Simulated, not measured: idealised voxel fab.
voxel transistor to metal: a process module
The cross-section shown here is cut; it is 200 nm wide and divided into square cells measuring 5 nm on a side.
Reading order for cross-sections: top band down to bottom band. Underlying form: a grid of square cells. Band size: one or more rows of cells.
What a band's entry tells you: where the top is and where the bottom is, as heights in nm, and after that what lies inside, material by material from left to right, each with its width in nm. Empty space is written as the word "empty", and a single material marked with the word "full width" occupies the band from edge to edge.
The reference from which all heights are counted is 0, the level beneath which the as-received wafer is entirely one material; the lowest band, having no lower bound, proceeds downward and is written after the example "0 -> down".
Note: "30 to 40" means the width goes from the first number (top row of the band) to the second number (bottom row) in equal steps per row of cells.
Step marked "nothing altered"? Then no cell in the cross-section changed in it.
For the entry "Closed void roster", the listed items are empty spaces with no open way to the top whose size is 8 cells or more; each item follows the pattern width x height at distance, where distance is from the left edge and all three are in nm.
If you see something after the settings on a step's line, that's the simulator's own remark about that step.
What "overlay nm" on a step's line means: if the step has a mask, that mask lay this far to the right of its planned place, or, when the value is negative, to the left.
Process steps foreseen in the plan
1) RECEIVE [material Si]
2) CONFORMAL_DEP [material SiO2] [thk nm 5]
3) CONFORMAL_DEP [material SiN] [thk nm 15]
4) MASKED_ETCH [tone cover] [mask id ACTIVE] [width nm 110] [etch materials SiN] [depth nm 15] [overlay nm 0]
5) MASKED_ETCH [tone cover] [mask id ACTIVE] [width nm 110] [etch materials SiO2] [depth nm 5] [overlay nm 0]
6) MASKED_ETCH [tone cover] [mask id ACTIVE] [width nm 110] [etch materials Si] [depth nm 30] [overlay nm 0]
7) FILL_DEP [material SiO2] [thk nm 15]
8) CMP [height nm 20]
9) SELECTIVE_ETCH [etch materials SiO2] [depth nm 5]
10) STRIP [etch materials SiN]
11) SELECTIVE_ETCH [etch materials SiO2] [depth nm 5]
12) OXIDIZE [depth nm 5]
13) DIRECTIONAL_DEP [material polySi] [thk nm 20]
14) DIRECTIONAL_DEP [material SiCN] [thk nm 10]
15) PATTERN [tone cover] [mask id GATE] [material resist] [width nm 20] [thk nm 20] [overlay nm 0]
16) DIRECTIONAL_ETCH [etch materials SiCN] [depth nm 20]
17) DIRECTIONAL_ETCH [etch materials polySi] [depth nm 30]
18) STRIP [etch materials resist]
19) CONFORMAL_DEP [material SiN] [thk nm 5]
20) DIRECTIONAL_ETCH [etch materials SiN] [depth nm 5]
21) DIRECTIONAL_ETCH [etch materials SiO2] [depth nm 5]
22) DIRECTIONAL_ETCH [etch materials Si] [depth nm 10]
23) EPI [material SiGe] [thk nm 10]
24) FILL_DEP [material SiO2] [thk nm 10]
25) CMP [height nm 30]
26) DIRECTIONAL_DEP [material SiO2] [thk nm 10]
27) MASKED_ETCH [tone open] [mask id CONTACT] [width nm 15] [pitch nm 75] [etch materials SiO2] [depth nm 45] [overlay nm 0]
28) CONFORMAL_DEP [material TiN] [thk nm 5]
29) FILL_DEP [material W] [thk nm 10]
30) CMP [height nm 40]
31) CONFORMAL_DEP [material SiCN] [thk nm 5]
32) DIRECTIONAL_DEP [material lowk] [thk nm 20]
33) MASKED_ETCH [tone open] [mask id METAL_1] [width nm 15] [pitch nm 75] [etch materials lowk] [depth nm 20] [overlay nm 0]
34) MASKED_ETCH [tone open] [mask id METAL_1] [width nm 15] [pitch nm 75] [etch materials SiCN] [depth nm 5] [overlay nm 0]
35) CONFORMAL_DEP [material TiN] [thk nm 5]
36) FILL_DEP [material Cu] [thk nm 5]
37) CMP [height nm 65]
38) EPI [material Ru] [thk nm 5]
39) FILL_DEP [material SiCN] [thk nm 5]
First of the two wafers, run per plan
The cross-section here shows the wafer as received, i.e. in its state after step 1
* 0 -> down: Si full width
* Closed void roster: none
Wafer xsec, post step 2
* 5 -> 0: SiO2 full width
* Below a height of 0, the structure has not been altered.
Wafer xsec, post step 3
* 20 -> 5: SiN full width
* Below a height of 5, the structure has not been altered.
Wafer xsec, post step 4
* 20 -> 5: 45 empty / 110 SiN / 45 empty
* Below a height of 5, the structure has not been altered.
Wafer xsec, post step 5
* 20 -> 5: 45 empty / 110 SiN / 45 empty
* 5 -> 0: 45 empty / 110 SiO2 / 45 empty
* Below a height of 0, the structure has not been altered.
Wafer xsec, post step 6
* 20 -> 5: 45 empty / 110 SiN / 45 empty
* 5 -> 0: 45 empty / 110 SiO2 / 45 empty
* 0 -> -30: 45 empty / 110 Si / 45 empty
* Below a height of -30, the structure has not been altered.
Wafer xsec, post step 7
* 35 -> 20: SiO2 full width
* 20 -> 5: 45 SiO2 / 110 SiN / 45 SiO2
* 5 -> 0: SiO2 full width
* 0 -> -30: 45 SiO2 / 110 Si / 45 SiO2
* Below a height of -30, the structure has not been altered.
Wafer xsec, post step 8
* 20 -> 5: 45 SiO2 / 110 SiN / 45 SiO2
* Below a height of 5, the structure has not been altered.
Wafer xsec, post step 9
* 20 -> 15: 45 empty / 110 SiN / 45 empty
* Below a height of 15, the structure has not been altered.
Wafer xsec, post step 10
* 15 -> 5: 45 SiO2 / 110 empty / 45 SiO2
* Below a height of 5, the structure has not been altered.
Wafer xsec, post step 11
* 10 -> 0: 40 SiO2 / 120 empty / 40 SiO2
* Below a height of 0, the structure has not been altered.
Wafer xsec, post step 12
* 10 -> 0: 40 SiO2 / 120 empty / 40 SiO2
* 0 -> -5: SiO2 full width
* Below a height of -5, the structure has not been altered.
Wafer xsec, post step 13
* 30 -> 20: 40 polySi / 120 empty / 40 polySi
* 20 -> 10: polySi full width
* 10 -> 0: 40 SiO2 / 120 polySi / 40 SiO2
* Below a height of 0, the structure has not been altered.
Wafer xsec, post step 14
* 40 -> 30: 40 SiCN / 120 empty / 40 SiCN
* 30 -> 20: 40 polySi / 120 SiCN / 40 polySi
* Below a height of 20, the structure has not been altered.
Wafer xsec, post step 15
* 60 -> 40: 90 empty / 20 resist / 90 empty
* 40 -> 30: 40 SiCN / 50 empty / 20 resist / 50 empty / 40 SiCN
* Below a height of 30, the structure has not been altered.
Wafer xsec, post step 16
* 60 -> 30: 90 empty / 20 resist / 90 empty
* 30 -> 20: 40 polySi / 50 empty / 20 SiCN / 50 empty / 40 polySi
* Below a height of 20, the structure has not been altered.
Wafer xsec, post step 17
* 60 -> 30: 90 empty / 20 resist / 90 empty
* 30 -> 20: 90 empty / 20 SiCN / 90 empty
* 20 -> 10: 90 empty / 20 polySi / 90 empty
* 10 -> 0: 40 SiO2 / 50 empty / 20 polySi / 50 empty / 40 SiO2
* Below a height of 0, the structure has not been altered.
Wafer xsec, post step 18
* 30 -> 20: 90 empty / 20 SiCN / 90 empty
* Below a height of 20, the structure has not been altered.
Wafer xsec, post step 19
* 35 -> 30: 85 empty / 30 SiN / 85 empty
* 30 -> 20: 85 empty / 5 SiN / 20 SiCN / 5 SiN / 85 empty
* 20 -> 15: 85 empty / 5 SiN / 20 polySi / 5 SiN / 85 empty
* 15 -> 10: 45 SiN / 40 empty / 5 SiN / 20 polySi / 5 SiN / 40 empty / 45 SiN
* 10 -> 5: 40 SiO2 / 5 SiN / 40 empty / 5 SiN / 20 polySi / 5 SiN / 40 empty / 5 SiN / 40 SiO2
* 5 -> 0: 40 SiO2 / 50 SiN / 20 polySi / 50 SiN / 40 SiO2
* Below a height of 0, the structure has not been altered.
Wafer xsec, post step 20
* 30 -> 20: 85 empty / 5 SiN / 20 SiCN / 5 SiN / 85 empty
* 20 -> 10: 85 empty / 5 SiN / 20 polySi / 5 SiN / 85 empty
* 10 -> 0: 40 SiO2 / 5 SiN / 40 empty / 5 SiN / 20 polySi / 5 SiN / 40 empty / 5 SiN / 40 SiO2
* Below a height of 0, the structure has not been altered.
Wafer xsec, post step 21
* 30 -> 20: 85 empty / 5 SiN / 20 SiCN / 5 SiN / 85 empty
* 20 -> 10: 85 empty / 5 SiN / 20 polySi / 5 SiN / 85 empty
* 10 -> 5: 40 empty / 5 SiN / 40 empty / 5 SiN / 20 polySi / 5 SiN / 40 empty / 5 SiN / 40 empty
* 5 -> 0: 40 SiO2 / 5 SiN / 40 empty / 5 SiN / 20 polySi / 5 SiN / 40 empty / 5 SiN / 40 SiO2
* 0 -> -5: 45 SiO2 / 40 empty / 30 SiO2 / 40 empty / 45 SiO2
* Below a height of -5, the structure has not been altered.
Wafer xsec, post step 22
* 30 -> 20: 85 empty / 5 SiN / 20 SiCN / 5 SiN / 85 empty
* 20 -> 10: 85 empty / 5 SiN / 20 polySi / 5 SiN / 85 empty
* 10 -> 5: 40 empty / 5 SiN / 40 empty / 5 SiN / 20 polySi / 5 SiN / 40 empty / 5 SiN / 40 empty
* 5 -> 0: 40 SiO2 / 5 SiN / 40 empty / 5 SiN / 20 polySi / 5 SiN / 40 empty / 5 SiN / 40 SiO2
* 0 -> -5: 45 SiO2 / 40 empty / 30 SiO2 / 40 empty / 45 SiO2
* -5 -> -15: 45 SiO2 / 40 empty / 30 Si / 40 empty / 45 SiO2
* Below a height of -15, the structure has not been altered.
Wafer xsec, post step 23
* 30 -> 20: 85 empty / 5 SiN / 20 SiCN / 5 SiN / 85 empty
* 20 -> 10: 85 empty / 5 SiN / 20 polySi / 5 SiN / 85 empty
* 10 -> 5: 40 empty / 5 SiN / 40 empty / 5 SiN / 20 polySi / 5 SiN / 40 empty / 5 SiN / 40 empty
* 5 -> 0: 40 SiO2 / 5 SiN / 30 empty / 10 SiGe / 5 SiN / 20 polySi / 5 SiN / 10 SiGe / 30 empty / 5 SiN / 40 SiO2
* 0 -> -5: 45 SiO2 / 30 empty / 10 SiGe / 30 SiO2 / 10 SiGe / 30 empty / 45 SiO2
* -5 -> -15: 45 SiO2 / 40 SiGe / 30 Si / 40 SiGe / 45 SiO2
* Below a height of -15, the structure has not been altered.
Wafer xsec, post step 24
* 40 -> 30: SiO2 full width
* 30 -> 20: 85 SiO2 / 5 SiN / 20 SiCN / 5 SiN / 85 SiO2
* 20 -> 10: 85 SiO2 / 5 SiN / 20 polySi / 5 SiN / 85 SiO2
* 10 -> 5: 40 SiO2 / 5 SiN / 40 SiO2 / 5 SiN / 20 polySi / 5 SiN / 40 SiO2 / 5 SiN / 40 SiO2
* 5 -> 0: 40 SiO2 / 5 SiN / 30 SiO2 / 10 SiGe / 5 SiN / 20 polySi / 5 SiN / 10 SiGe / 30 SiO2 / 5 SiN / 40 SiO2
* 0 -> -5: 75 SiO2 / 10 SiGe / 30 SiO2 / 10 SiGe / 75 SiO2
* Below a height of -5, the structure has not been altered.
Wafer xsec, post step 25
* 30 -> 20: 85 SiO2 / 5 SiN / 20 SiCN / 5 SiN / 85 SiO2
* Below a height of 20, the structure has not been altered.
Wafer xsec, post step 26
* 40 -> 30: SiO2 full width
* Below a height of 30, the structure has not been altered.
Wafer xsec, post step 27
* 40 -> 30: 55 SiO2 / 15 empty / 60 SiO2 / 15 empty / 55 SiO2
* 30 -> 20: 55 SiO2 / 15 empty / 15 SiO2 / 5 SiN / 20 SiCN / 5 SiN / 15 SiO2 / 15 empty / 55 SiO2
* 20 -> 10: 55 SiO2 / 15 empty / 15 SiO2 / 5 SiN / 20 polySi / 5 SiN / 15 SiO2 / 15 empty / 55 SiO2
* 10 -> 5: 40 SiO2 / 5 SiN / 10 SiO2 / 15 empty / 15 SiO2 / 5 SiN / 20 polySi / 5 SiN / 15 SiO2 / 15 empty / 10 SiO2 / 5 SiN / 40 SiO2
* 5 -> 0: 40 SiO2 / 5 SiN / 10 SiO2 / 15 empty / 5 SiO2 / 10 SiGe / 5 SiN / 20 polySi / 5 SiN / 10 SiGe / 5 SiO2 / 15 empty / 10 SiO2 / 5 SiN / 40 SiO2
* 0 -> -5: 55 SiO2 / 15 empty / 5 SiO2 / 10 SiGe / 30 SiO2 / 10 SiGe / 5 SiO2 / 15 empty / 55 SiO2
* Below a height of -5, the structure has not been altered.
Wafer xsec, post step 28
* 45 -> 40: 60 TiN / 5 empty / 70 TiN / 5 empty / 60 TiN
* 40 -> 30: 55 SiO2 / 5 TiN / 5 empty / 5 TiN / 60 SiO2 / 5 TiN / 5 empty / 5 TiN / 55 SiO2
* 30 -> 20: 55 SiO2 / 5 TiN / 5 empty / 5 TiN / 15 SiO2 / 5 SiN / 20 SiCN / 5 SiN / 15 SiO2 / 5 TiN / 5 empty / 5 TiN / 55 SiO2
* 20 -> 10: 55 SiO2 / 5 TiN / 5 empty / 5 TiN / 15 SiO2 / 5 SiN / 20 polySi / 5 SiN / 15 SiO2 / 5 TiN / 5 empty / 5 TiN / 55 SiO2
* 10 -> 5: 40 SiO2 / 5 SiN / 10 SiO2 / 5 TiN / 5 empty / 5 TiN / 15 SiO2 / 5 SiN / 20 polySi / 5 SiN / 15 SiO2 / 5 TiN / 5 empty / 5 TiN / 10 SiO2 / 5 SiN / 40 SiO2
* 5 -> 0: 40 SiO2 / 5 SiN / 10 SiO2 / 5 TiN / 5 empty / 5 TiN / 5 SiO2 / 10 SiGe / 5 SiN / 20 polySi / 5 SiN / 10 SiGe / 5 SiO2 / 5 TiN / 5 empty / 5 TiN / 10 SiO2 / 5 SiN / 40 SiO2
* 0 -> -5: 55 SiO2 / 15 TiN / 5 SiO2 / 10 SiGe / 30 SiO2 / 10 SiGe / 5 SiO2 / 15 TiN / 55 SiO2
* Below a height of -5, the structure has not been altered.
Wafer xsec, post step 29
* 55 -> 45: W full width
* 45 -> 40: 60 TiN / 5 W / 70 TiN / 5 W / 60 TiN
* 40 -> 30: 55 SiO2 / 5 TiN / 5 W / 5 TiN / 60 SiO2 / 5 TiN / 5 W / 5 TiN / 55 SiO2
* 30 -> 20: 55 SiO2 / 5 TiN / 5 W / 5 TiN / 15 SiO2 / 5 SiN / 20 SiCN / 5 SiN / 15 SiO2 / 5 TiN / 5 W / 5 TiN / 55 SiO2
* 20 -> 10: 55 SiO2 / 5 TiN / 5 W / 5 TiN / 15 SiO2 / 5 SiN / 20 polySi / 5 SiN / 15 SiO2 / 5 TiN / 5 W / 5 TiN / 55 SiO2
* 10 -> 5: 40 SiO2 / 5 SiN / 10 SiO2 / 5 TiN / 5 W / 5 TiN / 15 SiO2 / 5 SiN / 20 polySi / 5 SiN / 15 SiO2 / 5 TiN / 5 W / 5 TiN / 10 SiO2 / 5 SiN / 40 SiO2
* 5 -> 0: 40 SiO2 / 5 SiN / 10 SiO2 / 5 TiN / 5 W / 5 TiN / 5 SiO2 / 10 SiGe / 5 SiN / 20 polySi / 5 SiN / 10 SiGe / 5 SiO2 / 5 TiN / 5 W / 5 TiN / 10 SiO2 / 5 SiN / 40 SiO2
* Below a height of 0, the structure has not been altered.
Wafer xsec, post step 30
* 40 -> 30: 55 SiO2 / 5 TiN / 5 W / 5 TiN / 60 SiO2 / 5 TiN / 5 W / 5 TiN / 55 SiO2
* Below a height of 30, the structure has not been altered.
Wafer xsec, post step 31
* 45 -> 40: SiCN full width
* Below a height of 40, the structure has not been altered.
Wafer xsec, post step 32
* 65 -> 45: lowk full width
* Below a height of 45, the structure has not been altered.
Wafer xsec, post step 33
* 65 -> 45: 55 lowk / 15 empty / 60 lowk / 15 empty / 55 lowk
* Below a height of 45, the structure has not been altered.
Wafer xsec, post step 34
* 65 -> 45: 55 lowk / 15 empty / 60 lowk / 15 empty / 55 lowk
* 45 -> 40: 55 SiCN / 15 empty / 60 SiCN / 15 empty / 55 SiCN
* Below a height of 40, the structure has not been altered.
Wafer xsec, post step 35
* 70 -> 65: 60 TiN / 5 empty / 70 TiN / 5 empty / 60 TiN
* 65 -> 45: 55 lowk / 5 TiN / 5 empty / 5 TiN / 60 lowk / 5 TiN / 5 empty / 5 TiN / 55 lowk
* 45 -> 40: 55 SiCN / 15 TiN / 60 SiCN / 15 TiN / 55 SiCN
* Below a height of 40, the structure has not been altered.
Wafer xsec, post step 36
* 75 -> 70: Cu full width
* 70 -> 65: 60 TiN / 5 Cu / 70 TiN / 5 Cu / 60 TiN
* 65 -> 45: 55 lowk / 5 TiN / 5 Cu / 5 TiN / 60 lowk / 5 TiN / 5 Cu / 5 TiN / 55 lowk
* Below a height of 45, the structure has not been altered.
Wafer xsec, post step 37
* 65 -> 45: 55 lowk / 5 TiN / 5 Cu / 5 TiN / 60 lowk / 5 TiN / 5 Cu / 5 TiN / 55 lowk
* Below a height of 45, the structure has not been altered.
Wafer xsec, post step 38
* 70 -> 65: 50 empty / 25 Ru / 50 empty / 25 Ru / 50 empty
* Below a height of 65, the structure has not been altered.
Wafer xsec, post step 39
* 75 -> 70: SiCN full width
* 70 -> 65: 50 SiCN / 25 Ru / 50 SiCN / 25 Ru / 50 SiCN
* Below a height of 65, the structure has not been altered.
Second wafer: same start and same plan as the first, one execution error; identical to the first through step 38
Cross-section of the second wafer when, according to plan, step 39 should have finished
* 85 -> 70: SiCN full width
* 70 -> 65: 50 SiCN / 25 Ru / 50 SiCN / 25 Ru / 50 SiCN
* Below a height of 65, the structure has not been altered.
Here's what went sideways: step 39: run off-plan, actual operation and settings FILL_DEP [material SiCN] [thk nm 15]
Materials where the second wafer ends with more or fewer cells than the first: SiCN: 80 more
